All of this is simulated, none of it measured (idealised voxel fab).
The following is a process module called voxel transistor to metal.
Square cells of 5 nm make up the cross-section cut, whose width is 175 nm.
In what follows, cross-sections appear as grids of square cells, described through bands that run from the top down, where every band is one or more rows of cells.
Band: top and bottom heights (nm) first, top before bottom; then materials from left to right, widths in nm. "edge to edge" marks a sole material filling the band edge to edge. "empty" denotes empty space.
Basically, 0 is our baseline, since under it the wafer straight out of the box is all one material. The bottom band has no lower end and keeps on going down, so it looks like "0 nm and below".
The notation "30 to 40" denotes a width that varies across the rows of cells in the band, beginning at the first number in the top row, finishing at the second number in the bottom row, and changing by an identical amount from each row to the next.
Key: "left unchanged" - step with no changed cell in the cross-section.
Each empty space that has no open way to the top and spans at least 8 cells appears under "Enclosed void listing" as width x height at distance, the distance counted from the left edge, all in nm.
Text after the settings on a step's line: the simulator's own remark on that step.
overlay nm: mask offset rightward from planned place, masked step; negative means leftward offset.

-- Steps in the process plan
1 RECEIVE: material Si
2 OXIDIZE: depth nm 5
3 CONFORMAL_DEP: material SiN, thk nm 15
4 MASKED_ETCH: tone cover, mask id ACTIVE, width nm 125, etch materials SiN, depth nm 15, overlay nm 0
5 MASKED_ETCH: tone cover, mask id ACTIVE, width nm 125, etch materials SiO2, depth nm 5, overlay nm 0
6 MASKED_ETCH: tone cover, mask id ACTIVE, width nm 125, etch materials Si, depth nm 20, overlay nm 0
7 OXIDIZE: depth nm 5
8 FILL_DEP: material SiO2, thk nm 5
9 CMP: height nm 15
10 SELECTIVE_ETCH: etch materials SiO2, depth nm 10
11 STRIP: etch materials SiN
12 SELECTIVE_ETCH: etch materials SiO2, depth nm 5
13 OXIDIZE: depth nm 5
14 DIRECTIONAL_DEP: material polySi, thk nm 30
15 DIRECTIONAL_DEP: material SiCN, thk nm 15
16 MASKED_ETCH: tone cover, mask id GATE, width nm 25, etch materials SiCN, depth nm 25, overlay nm 0
17 MASKED_ETCH: tone cover, mask id GATE, width nm 25, etch materials polySi, depth nm 40, overlay nm 0
18 CONFORMAL_DEP: material SiN, thk nm 5
19 DIRECTIONAL_ETCH: etch materials SiN, depth nm 5
20 DIRECTIONAL_ETCH: etch materials SiO2, depth nm 5
21 DIRECTIONAL_ETCH: etch materials Si, depth nm 10
22 EPI: material nSi, thk nm 15
23 FILL_DEP: material SiO2, thk nm 5
24 CMP: height nm 25
25 STRIP: etch materials polySi
26 SELECTIVE_ETCH: etch materials SiO2, depth nm 5
27 CONFORMAL_DEP: material HfO2, thk nm 5
28 CONFORMAL_DEP: material TiN, thk nm 5
29 FILL_DEP: material W, thk nm 5
30 CMP: height nm 20
31 DIRECTIONAL_DEP: material SiO2, thk nm 15
32 DIRECTIONAL_DEP: material aC, thk nm 10
33 PATTERN: tone open, mask id CONTACT, material resist, width nm 20, pitch nm 85, thk nm 30, overlay nm 0
34 DIRECTIONAL_ETCH: etch materials aC, depth nm 10
35 STRIP: etch materials resist
36 DIRECTIONAL_ETCH: etch materials SiO2, depth nm 40
37 STRIP: etch materials aC
38 CONFORMAL_DEP: material TiN, thk nm 5
39 FILL_DEP: material W, thk nm 5
40 CMP: height nm 35
41 DIRECTIONAL_DEP: material TiN, thk nm 5
42 DIRECTIONAL_DEP: material Ru, thk nm 15
43 MASKED_ETCH: tone cover, mask id METAL_1, width nm 20, pitch nm 85, etch materials Ru, depth nm 15, overlay nm 0
44 MASKED_ETCH: tone cover, mask id METAL_1, width nm 20, pitch nm 85, etch materials TiN, depth nm 5, overlay nm 0
45 FILL_DEP: material SiO2, thk nm 10
46 CMP: height nm 55
47 CONFORMAL_DEP: material SiCN, thk nm 5
48 DIRECTIONAL_DEP: material SiO2, thk nm 25
49 MASKED_ETCH: tone open, mask id METAL_2_HOLES, width nm 15, pitch nm 85, etch materials SiO2, depth nm 25, overlay nm 0
50 DIRECTIONAL_DEP: material aC, thk nm 15
51 PATTERN: tone open, mask id METAL_2, material resist, width nm 20, pitch nm 85, thk nm 35, overlay nm 0
52 DIRECTIONAL_ETCH: etch materials aC, depth nm 15
53 STRIP: etch materials resist
54 DIRECTIONAL_ETCH: etch materials SiO2, depth nm 15
55 DIRECTIONAL_ETCH: etch materials SiCN, depth nm 5
56 STRIP: etch materials aC
57 CONFORMAL_DEP: material TiN, thk nm 5
58 FILL_DEP: material Ru, thk nm 5
59 CMP: height nm 85
60 CONFORMAL_DEP: material SiCN, thk nm 5

-- Cross-section: wafer on arrival = after step 1
0 nm and below | Si edge to edge
Enclosed void listing: none

-- Wafer cross-section at module end: first of two, run to plan
90 nm to 85 nm | SiCN edge to edge
85 nm to 75 nm | SiO2 35 nm / TiN 5 nm / Ru 10 nm / TiN 5 nm / SiO2 65 nm / TiN 5 nm / Ru 10 nm / TiN 5 nm / SiO2 35 nm
75 nm to 70 nm | SiO2 35 nm / TiN 5 nm / Ru 5 nm / TiN 10 nm / SiO2 65 nm / TiN 5 nm / Ru 5 nm / TiN 10 nm / SiO2 35 nm
70 nm to 60 nm | SiO2 35 nm / TiN 5 nm / Ru 5 nm / TiN 5 nm / SiO2 70 nm / TiN 5 nm / Ru 5 nm / TiN 5 nm / SiO2 40 nm
60 nm to 55 nm | SiCN 35 nm / TiN 15 nm / SiCN 70 nm / TiN 15 nm / SiCN 40 nm
55 nm to 40 nm | SiO2 35 nm / Ru 20 nm / SiO2 65 nm / Ru 20 nm / SiO2 35 nm
40 nm to 35 nm | SiO2 35 nm / TiN 20 nm / SiO2 65 nm / TiN 20 nm / SiO2 35 nm
35 nm to 20 nm | SiO2 35 nm / TiN 5 nm / W 10 nm / TiN 5 nm / SiO2 65 nm / TiN 5 nm / W 10 nm / TiN 5 nm / SiO2 35 nm
20 nm to 5 nm | SiO2 35 nm / TiN 5 nm / W 10 nm / TiN 5 nm / SiO2 15 nm / SiN 5 nm / HfO2 5 nm / TiN 5 nm / W 5 nm / TiN 5 nm / HfO2 5 nm / SiN 5 nm / SiO2 15 nm / TiN 5 nm / W 10 nm / TiN 5 nm / SiO2 35 nm
5 nm to 0 nm | SiO2 35 nm / TiN 5 nm / W 10 nm / TiN 5 nm / nSi 15 nm / SiN 5 nm / HfO2 5 nm / TiN 5 nm / W 5 nm / TiN 5 nm / HfO2 5 nm / SiN 5 nm / nSi 15 nm / TiN 5 nm / W 10 nm / TiN 5 nm / SiO2 35 nm
0 nm to -5 nm | SiO2 20 nm / SiN 5 nm / SiO2 10 nm / TiN 20 nm / nSi 15 nm / SiN 5 nm / HfO2 5 nm / TiN 15 nm / HfO2 5 nm / SiN 5 nm / nSi 15 nm / TiN 20 nm / SiO2 10 nm / SiN 5 nm / SiO2 20 nm
-5 nm to -10 nm | SiO2 25 nm / nSi 45 nm / HfO2 35 nm / nSi 45 nm / SiO2 25 nm
-10 nm to -20 nm | SiO2 30 nm / nSi 40 nm / Si 35 nm / nSi 40 nm / SiO2 30 nm
-20 nm to -30 nm | SiO2 30 nm / Si 115 nm / SiO2 30 nm
-30 nm and below | Si edge to edge
Enclosed void listing: none

-- Same start, same plan as the first wafer - but one mistake in the run. Cross-section of the second of the two at the end of the module
90 nm to 85 nm | SiCN edge to edge
85 nm to 65 nm | SiO2 30 nm / TiN 5 nm / Ru 15 nm / TiN 5 nm / SiO2 60 nm / TiN 5 nm / Ru 15 nm / TiN 5 nm / SiO2 35 nm
65 nm to 60 nm | SiO2 30 nm / TiN 10 nm / Ru 10 nm / TiN 5 nm / SiO2 60 nm / TiN 10 nm / Ru 10 nm / TiN 5 nm / SiO2 35 nm
60 nm to 55 nm | SiCN 35 nm / TiN 20 nm / SiCN 65 nm / TiN 20 nm / SiCN 35 nm
55 nm to 40 nm | SiO2 35 nm / Ru 20 nm / SiO2 65 nm / Ru 20 nm / SiO2 35 nm
40 nm to 35 nm | SiO2 35 nm / TiN 20 nm / SiO2 65 nm / TiN 20 nm / SiO2 35 nm
35 nm to 20 nm | SiO2 35 nm / TiN 5 nm / W 10 nm / TiN 5 nm / SiO2 65 nm / TiN 5 nm / W 10 nm / TiN 5 nm / SiO2 35 nm
20 nm to 5 nm | SiO2 35 nm / TiN 5 nm / W 10 nm / TiN 5 nm / SiO2 15 nm / SiN 5 nm / HfO2 5 nm / TiN 5 nm / W 5 nm / TiN 5 nm / HfO2 5 nm / SiN 5 nm / SiO2 15 nm / TiN 5 nm / W 10 nm / TiN 5 nm / SiO2 35 nm
5 nm to 0 nm | SiO2 35 nm / TiN 5 nm / W 10 nm / TiN 5 nm / nSi 15 nm / SiN 5 nm / HfO2 5 nm / TiN 5 nm / W 5 nm / TiN 5 nm / HfO2 5 nm / SiN 5 nm / nSi 15 nm / TiN 5 nm / W 10 nm / TiN 5 nm / SiO2 35 nm
0 nm to -5 nm | SiO2 20 nm / SiN 5 nm / SiO2 10 nm / TiN 20 nm / nSi 15 nm / SiN 5 nm / HfO2 5 nm / TiN 15 nm / HfO2 5 nm / SiN 5 nm / nSi 15 nm / TiN 20 nm / SiO2 10 nm / SiN 5 nm / SiO2 20 nm
-5 nm to -10 nm | SiO2 25 nm / nSi 45 nm / HfO2 35 nm / nSi 45 nm / SiO2 25 nm
-10 nm to -20 nm | SiO2 30 nm / nSi 40 nm / Si 35 nm / nSi 40 nm / SiO2 30 nm
-20 nm to -30 nm | SiO2 30 nm / Si 115 nm / SiO2 30 nm
-30 nm and below | Si edge to edge
Enclosed void listing: none
Against the plan, the run slipped here: so step 49 ended up running with a different setting than we planned, it ran as MASKED_ETCH: tone open, mask id METAL_2_HOLES, width nm 25, pitch nm 85, etch materials SiO2, depth nm 25, overlay nm 0
Wafer comparison, final, in cells, second relative to first, materials more or fewer: 14 more of Ru, 2 fewer of SiCN, 14 fewer of SiO2, 2 more of TiN
